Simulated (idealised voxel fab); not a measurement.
You're looking at the process module voxel fin reveal.
Cross-section cut: width 165 nm, square cells of 5 nm.
Bands, listed from the top down, are how a cross-section gets written in this document; the cross-section itself is a grid of square cells, and a band is one or more rows of them.
Read a band's entry like this: the first values are the height of its top and the height of its bottom in nm, and what follows is the sequence of materials from left to right, each with its width in nm. Note that "blank" is empty space, and that a single material marked "edge to edge" reaches across the band from edge to edge.
All heights in this document are referenced to 0, defined as the level beneath which the wafer, as received, consists entirely of one material. The lowest band is not bounded below; it extends indefinitely downward and is written in the form "0 -> down".
Width spec "30 to 40" -> top row of cells at first value, bottom row at second value, equal per-row change in between.
"no modification" for a step: no cell of the cross-section changed in that step.
"Trapped void list" enumerates empty spaces isolated from the top, with no open way to it, that contain at least 8 cells, giving each as width x height at distance from the left edge, all three in nm.
Heads up: the bit after the settings on a step's line is the simulator's remark on that step.
The optional step-line setting "overlay nm" applies to steps with a mask and quantifies how far to the right of its planned location the mask lay, a negative value indicating leftward placement.
-- Planned process steps
| 1 | op RECEIVE | material Si |
| 2 | op CONFORMAL_DEP | material SiN | thk nm 5 |
| 3 | op PATTERN | tone cover | mask id FINS | material resist | width nm 15 | pitch nm 35 | thk nm 20 | overlay nm 0 |
| 4 | op DIRECTIONAL_ETCH | etch materials SiN | depth nm 5 |
| 5 | op DIRECTIONAL_ETCH | etch materials Si | depth nm 30 |
| 6 | op STRIP | etch materials resist |
| 7 | op OXIDIZE | depth nm 5 |
| 8 | op FILL_DEP | material SiO2 | thk nm 5 |
| 9 | op CMP | height nm 5 |
| 10 | op SELECTIVE_ETCH | etch materials SiO2 | depth nm 20 |
| 11 | op STRIP | etch materials SiN |
| 12 | op CONFORMAL_DEP | material HfO2 | thk nm 5 |
-- The first of two wafers, run as planned
-- Cross-section of the wafer at receipt, which is the condition after step 1
> 0 -> down = Si edge to edge
> Trapped void list: none
-- The wafer, seen in cross-section, after step 2
> 5 -> 0 = SiN edge to edge
> At heights below 0, the structure remains unaltered.
-- The wafer, seen in cross-section, after step 3
> 25 -> 5 = 20 blank / 15 resist / 20 blank / 15 resist / 20 blank / 15 resist / 20 blank / 15 resist / 25 blank
> At heights below 5, the structure remains unaltered.
-- The wafer, seen in cross-section, after step 4
> 25 -> 5 = 20 blank / 15 resist / 20 blank / 15 resist / 20 blank / 15 resist / 20 blank / 15 resist / 25 blank
> 5 -> 0 = 20 blank / 15 SiN / 20 blank / 15 SiN / 20 blank / 15 SiN / 20 blank / 15 SiN / 25 blank
> At heights below 0, the structure remains unaltered.
-- The wafer, seen in cross-section, after step 5
> 25 -> 5 = 20 blank / 15 resist / 20 blank / 15 resist / 20 blank / 15 resist / 20 blank / 15 resist / 25 blank
> 5 -> 0 = 20 blank / 15 SiN / 20 blank / 15 SiN / 20 blank / 15 SiN / 20 blank / 15 SiN / 25 blank
> 0 -> -30 = 20 blank / 15 Si / 20 blank / 15 Si / 20 blank / 15 Si / 20 blank / 15 Si / 25 blank
> At heights below -30, the structure remains unaltered.
-- The wafer, seen in cross-section, after step 6
> 5 -> 0 = 20 blank / 15 SiN / 20 blank / 15 SiN / 20 blank / 15 SiN / 20 blank / 15 SiN / 25 blank
> At heights below 0, the structure remains unaltered.
-- The wafer, seen in cross-section, after step 7
> 5 -> 0 = 20 blank / 15 SiN / 20 blank / 15 SiN / 20 blank / 15 SiN / 20 blank / 15 SiN / 25 blank
> 0 -> -30 = 20 blank / 5 SiO2 / 5 Si / 5 SiO2 / 20 blank / 5 SiO2 / 5 Si / 5 SiO2 / 20 blank / 5 SiO2 / 5 Si / 5 SiO2 / 20 blank / 5 SiO2 / 5 Si / 5 SiO2 / 25 blank
> -30 -> -35 = 25 SiO2 / 5 Si / 30 SiO2 / 5 Si / 30 SiO2 / 5 Si / 30 SiO2 / 5 Si / 30 SiO2
> At heights below -35, the structure remains unaltered.
-- The wafer, seen in cross-section, after step 8
> 10 -> 5 = SiO2 edge to edge
> 5 -> 0 = 20 SiO2 / 15 SiN / 20 SiO2 / 15 SiN / 20 SiO2 / 15 SiN / 20 SiO2 / 15 SiN / 25 SiO2
> 0 -> -35 = 25 SiO2 / 5 Si / 30 SiO2 / 5 Si / 30 SiO2 / 5 Si / 30 SiO2 / 5 Si / 30 SiO2
> At heights below -35, the structure remains unaltered.
-- The wafer, seen in cross-section, after step 9
> 5 -> 0 = 20 SiO2 / 15 SiN / 20 SiO2 / 15 SiN / 20 SiO2 / 15 SiN / 20 SiO2 / 15 SiN / 25 SiO2
> At heights below 0, the structure remains unaltered.
-- The wafer, seen in cross-section, after step 10
> 5 -> 0 = 20 blank / 15 SiN / 20 blank / 15 SiN / 20 blank / 15 SiN / 20 blank / 15 SiN / 25 blank
> 0 -> -15 = 25 blank / 5 Si / 30 blank / 5 Si / 30 blank / 5 Si / 30 blank / 5 Si / 30 blank
> At heights below -15, the structure remains unaltered.
-- The wafer, seen in cross-section, after step 11
> 0 -> -15 = 25 blank / 5 Si / 30 blank / 5 Si / 30 blank / 5 Si / 30 blank / 5 Si / 30 blank
> At heights below -15, the structure remains unaltered.
-- The wafer, seen in cross-section, after step 12
> 5 -> 0 = 20 blank / 15 HfO2 / 20 blank / 15 HfO2 / 20 blank / 15 HfO2 / 20 blank / 15 HfO2 / 25 blank
> 0 -> -10 = 20 blank / 5 HfO2 / 5 Si / 5 HfO2 / 20 blank / 5 HfO2 / 5 Si / 5 HfO2 / 20 blank / 5 HfO2 / 5 Si / 5 HfO2 / 20 blank / 5 HfO2 / 5 Si / 5 HfO2 / 25 blank
> -10 -> -15 = 25 HfO2 / 5 Si / 30 HfO2 / 5 Si / 30 HfO2 / 5 Si / 30 HfO2 / 5 Si / 30 HfO2
> At heights below -15, the structure remains unaltered.
-- Notes, second wafer: start = first wafer's, plan = first wafer's, execution had one mistake; history identical to first through step 9
-- Second wafer: cross-section at the scheduled end of step 10
> 5 -> 0 = 20 blank / 15 SiN / 20 blank / 15 SiN / 20 blank / 15 SiN / 20 blank / 15 SiN / 25 blank
> 0 -> -35 = 25 blank / 5 Si / 30 blank / 5 Si / 30 blank / 5 Si / 30 blank / 5 Si / 30 blank
> At heights below -35, the structure remains unaltered.
-- Second wafer: cross-section at the scheduled end of step 11
> 0 -> -35 = 25 blank / 5 Si / 30 blank / 5 Si / 30 blank / 5 Si / 30 blank / 5 Si / 30 blank
> At heights below -35, the structure remains unaltered.
-- Second wafer: cross-section at the scheduled end of step 12
> 5 -> 0 = 20 blank / 15 HfO2 / 20 blank / 15 HfO2 / 20 blank / 15 HfO2 / 20 blank / 15 HfO2 / 25 blank
> 0 -> -30 = 20 blank / 5 HfO2 / 5 Si / 5 HfO2 / 20 blank / 5 HfO2 / 5 Si / 5 HfO2 / 20 blank / 5 HfO2 / 5 Si / 5 HfO2 / 20 blank / 5 HfO2 / 5 Si / 5 HfO2 / 25 blank
> -30 -> -35 = 25 HfO2 / 5 Si / 30 HfO2 / 5 Si / 30 HfO2 / 5 Si / 30 HfO2 / 5 Si / 30 HfO2
> At heights below -35, the structure remains unaltered.
So what did we get wrong on this run? plan step 10 ran twice
End of process, cell counts, second wafer against first, materials with more or fewer: +32 HfO2; -116 SiO2
